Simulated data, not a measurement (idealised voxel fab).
This section sets out a process module, namely voxel local oxidation.
FYI the section here is cut, 160 nm wide, cells are 5 nm squares.
Cross-section spec: square-cell grid; bands listed top down; each band is one or more rows. For a band, the entry starts with two heights in nm, that of the top and then that of the bottom, and carries on with the band's materials in order from left to right, each alongside its width in nm; the word "edge to edge" beside a single material means it fills the band edge to edge, and "blank" means empty space. For the purposes of this specification, 0 denotes the height below which the wafer in its as-received condition is composed wholly of one material, and the lowermost band, lacking a lower limit, extends downward without end, as expressed in "z 0 and below". Note: "30->40" means the width goes from the first number (top row of the band) to the second number (bottom row) in equal steps per row of cells. Step note "no alteration" = no cross-section cell changed. The entry "Closed-off voids" lists the empty spaces that cover at least 8 cells and have no open path to the top. Each is written as width x height at distance, where the distance is measured from the left edge and all three values are in nm. The remark found on a step's line after its settings is issued by the simulator itself and pertains to that step. overlay nm: right-of-plan distance of the mask on a masked step; negative values mean left-of-plan.
# Planned step list for the process
1 RECEIVE (material Si)
2 CONFORMAL_DEP (material SiO2; thk nm 5)
3 CONFORMAL_DEP (material SiN; thk nm 10)
4 PATTERN (tone cover; mask id ACTIVE; material resist; width nm 95; thk nm 15; overlay nm 0)
5 DIRECTIONAL_ETCH (etch materials SiN; depth nm 10)
6 STRIP (etch materials resist)
7 SELECTIVE_ETCH (etch materials SiO2; depth nm 5)
8 OXIDIZE (depth nm 10)
9 STRIP (etch materials SiN)
# First of two wafers: run as planned
# Received-state cross-section, reflecting completion of step 1
> z 0 and below  Si edge to edge
> Closed-off voids: none
# Wafer after step 2 (cross-section)
> z 5 to 0  SiO2 edge to edge
> Below a height of 0, the structure has not been altered.
# Wafer after step 3 (cross-section)
> z 15 to 5  SiN edge to edge
> Below a height of 5, the structure has not been altered.
# Wafer after step 4 (cross-section)
> z 30 to 15  blank: 30, resist: 95, blank: 35
> Below a height of 15, the structure has not been altered.
# Wafer after step 5 (cross-section)
> z 30 to 15  blank: 30, resist: 95, blank: 35
> z 15 to 5  blank: 30, SiN: 95, blank: 35
> Below a height of 5, the structure has not been altered.
# Wafer after step 6 (cross-section)
> z 15 to 5  blank: 30, SiN: 95, blank: 35
> Below a height of 5, the structure has not been altered.
# Wafer after step 7 (cross-section)
> z 15 to 5  blank: 30, SiN: 95, blank: 35
> z 5 to 0  blank: 35, SiO2: 85, blank: 40
> Below a height of 0, the structure has not been altered.
# Wafer after step 8 (cross-section)
> z 15 to 5  blank: 30, SiN: 95, blank: 35
> z 5 to 0  blank: 35, SiO2: 85, blank: 40
> z 0 to -10  SiO2: 45, Si: 65, SiO2: 50
> Below a height of -10, the structure has not been altered.
# Wafer after step 9 (cross-section)
> z 5 to 0  blank: 35, SiO2: 85, blank: 40
> Below a height of 0, the structure has not been altered.
# Second wafer - shared start and plan with the first - one error in running - same as the first up to step 4 inclusive
# Second wafer: cross-section at the scheduled end of step 5
> z 30 to 15  blank: 30, resist: 95, blank: 35
> z 15 to 5  blank: 30, SiN: 95, blank: 35
> Below a height of 5, the structure has not been altered.
# Second wafer: cross-section at the scheduled end of step 6
> z 15 to 5  blank: 30, SiN: 95, blank: 35
> Below a height of 5, the structure has not been altered.
# Second wafer: cross-section at the scheduled end of step 7
> z 15 to 5  blank: 30, SiN: 95, blank: 35
> z 5 to 0  blank: 35, SiO2: 85, blank: 40
> Below a height of 0, the structure has not been altered.
# Second wafer: cross-section at the scheduled end of step 8
> z 15 to 5  blank: 30, SiN: 95, blank: 35
> z 5 to 0  blank: 35, SiO2: 85, blank: 40
> z 0 to -10  SiO2: 45, Si: 65, SiO2: 50
> Below a height of -10, the structure has not been altered.
# Second wafer: cross-section at the scheduled end of step 9
> z 5 to 0  blank: 35, SiO2: 85, blank: 40
> Below a height of 0, the structure has not been altered.
It is concluded that the wafer was processed incorrectly with respect to the plan, in that step 5, plan: ran twice
Given identical final cross-sections on the two wafers, the mistake has no effect on any quantity computed by this model.
